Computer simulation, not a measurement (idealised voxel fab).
Proc. module: voxel capacitor over wiring
The width of the displayed cross-section, cut, is 215 nm; its cells are square, with a size of 5 nm.
We lay out every cross-section as a grid of square cells and spell it out in bands from the top down, where one band means one or more rows of cells. Top, bottom (nm), then materials left to right with widths (nm); lone material tagged "edge to edge" fills the whole band edge to edge; "air" = empty space. Height reference: 0 = level under which incoming wafer is all one material. Lowest band: no bottom, runs on downward, e.g. "0..down". Top row gets the first number, bottom row gets the second, and each row in between changes by the same step: that is how a band width like "30->40" works. When a step is marked "remains unaltered", none of the cells in the cross-section changed during that step. The label "Cavities, sealed" introduces a list of the empty spaces, 8 cells or larger, that have no open way up to the top; each entry in it reads width x height at distance, where the distance is taken from the left edge and all three are stated in nm. Where a step's line continues beyond its settings, the continuation is a remark by the simulator itself on that step. A step line may carry the setting "overlay nm", which, for steps involving a mask, states the distance by which the mask lay to the right of its intended position; negative values denote displacement to the left.
So here's the lineup of process steps we planned
1,RECEIVE (material Si)
2,CONFORMAL_DEP (material SiO2; thk nm 15)
3,DIRECTIONAL_DEP (material TiN; thk nm 5)
4,DIRECTIONAL_DEP (material W; thk nm 15)
5,DIRECTIONAL_DEP (material aC; thk nm 15)
6,PATTERN (tone cover; mask id METAL_1; material resist; width nm 20; pitch nm 70; thk nm 35; overlay nm 0)
7,DIRECTIONAL_ETCH (etch materials aC; depth nm 15)
8,STRIP (etch materials resist)
9,DIRECTIONAL_ETCH (etch materials W; depth nm 15)
10,DIRECTIONAL_ETCH (etch materials TiN; depth nm 5)
11,STRIP (etch materials aC)
12,CONFORMAL_DEP (material SiN; thk nm 5)
13,FILL_DEP (material lowk; thk nm 10)
14,CMP (height nm 35)
15,CONFORMAL_DEP (material SiCN; thk nm 5)
16,DIRECTIONAL_DEP (material lowk; thk nm 20)
17,MASKED_ETCH (tone open; mask id PLUG_1; width nm 15; etch materials lowk; depth nm 20; overlay nm 0)
18,MASKED_ETCH (tone open; mask id PLUG_1; width nm 15; etch materials SiCN; depth nm 5; overlay nm 0)
19,CONFORMAL_DEP (material TiN; thk nm 5)
20,FILL_DEP (material Cu; thk nm 10)
21,CMP (height nm 60)
22,DIRECTIONAL_DEP (material TiN; thk nm 10)
23,DIRECTIONAL_DEP (material HfO2; thk nm 5)
24,DIRECTIONAL_DEP (material TiN; thk nm 10)
25,PATTERN (tone cover; mask id UPPER_PLATE; material resist; width nm 55; thk nm 15; overlay nm 0)
26,DIRECTIONAL_ETCH (etch materials TiN; depth nm 10)
27,DIRECTIONAL_ETCH (etch materials HfO2; depth nm 5)
28,STRIP (etch materials resist)
29,PATTERN (tone cover; mask id LOWER_PLATE; material resist; width nm 65; thk nm 20; overlay nm 0)
30,DIRECTIONAL_ETCH (etch materials TiN; depth nm 10)
31,STRIP (etch materials resist)
32,FILL_DEP (material SiO2; thk nm 20)
33,CMP (height nm 100)
34,MASKED_ETCH (tone open; mask id PLUG_2; width nm 15; etch materials SiO2; depth nm 15; overlay nm 0)
35,CONFORMAL_DEP (material TiN; thk nm 5)
36,FILL_DEP (material Cu; thk nm 10)
37,CMP (height nm 100)
38,CONFORMAL_DEP (material SiN; thk nm 5)
Shown in cross-section is the wafer as received, that is, as it stands after step 1
    0..down  Si edge to edge
    Cavities, sealed: none
The first of the two wafers as seen in cross-section once the module was finished; processing followed the plan
    105..100  SiN edge to edge
    100..90  SiO2=75  TiN=5  Cu=5  TiN=5  SiO2=125
    90..85  SiO2=75  TiN=15  SiO2=125
    85..75  SiO2=65  TiN=55  SiO2=95
    75..70  SiO2=65  HfO2=55  SiO2=95
    70..60  SiO2=60  TiN=65  SiO2=90
    60..40  lowk=65  TiN=5  Cu=5  TiN=5  lowk=135
    40..35  SiCN=65  TiN=15  SiCN=135
    35..20  lowk=55  SiN=5  W=20  SiN=5  lowk=40  SiN=5  W=20  SiN=5  lowk=60
    20..15  SiN=60  TiN=20  SiN=50  TiN=20  SiN=65
    15..0  SiO2 edge to edge
    0..down  Si edge to edge
    Cavities, sealed: none
Wafer two, sectioned after the module: the first wafer's start, the first wafer's plan, and one mistake in how it was run
    105..100  SiN edge to edge
    100..90  SiO2=65  TiN=5  Cu=5  TiN=5  SiO2=135
    90..85  SiO2=65  TiN=15  SiO2=135
    85..75  SiO2=65  TiN=55  SiO2=95
    75..70  SiO2=65  HfO2=55  SiO2=95
    70..60  SiO2=60  TiN=65  SiO2=90
    60..40  lowk=65  TiN=5  Cu=5  TiN=5  lowk=135
    40..35  SiCN=65  TiN=15  SiCN=135
    35..20  lowk=55  SiN=5  W=20  SiN=5  lowk=40  SiN=5  W=20  SiN=5  lowk=60
    20..15  SiN=60  TiN=20  SiN=50  TiN=20  SiN=65
    15..0  SiO2 edge to edge
    0..down  Si edge to edge
    Cavities, sealed: none
What went wrong in running the wafer? step 34 ran as: MASKED_ETCH (tone open; mask id PLUG_2; width nm 15; etch materials SiO2; depth nm 15; overlay nm -10)
Cell counts per material: same on both final wafers. Positions: different.
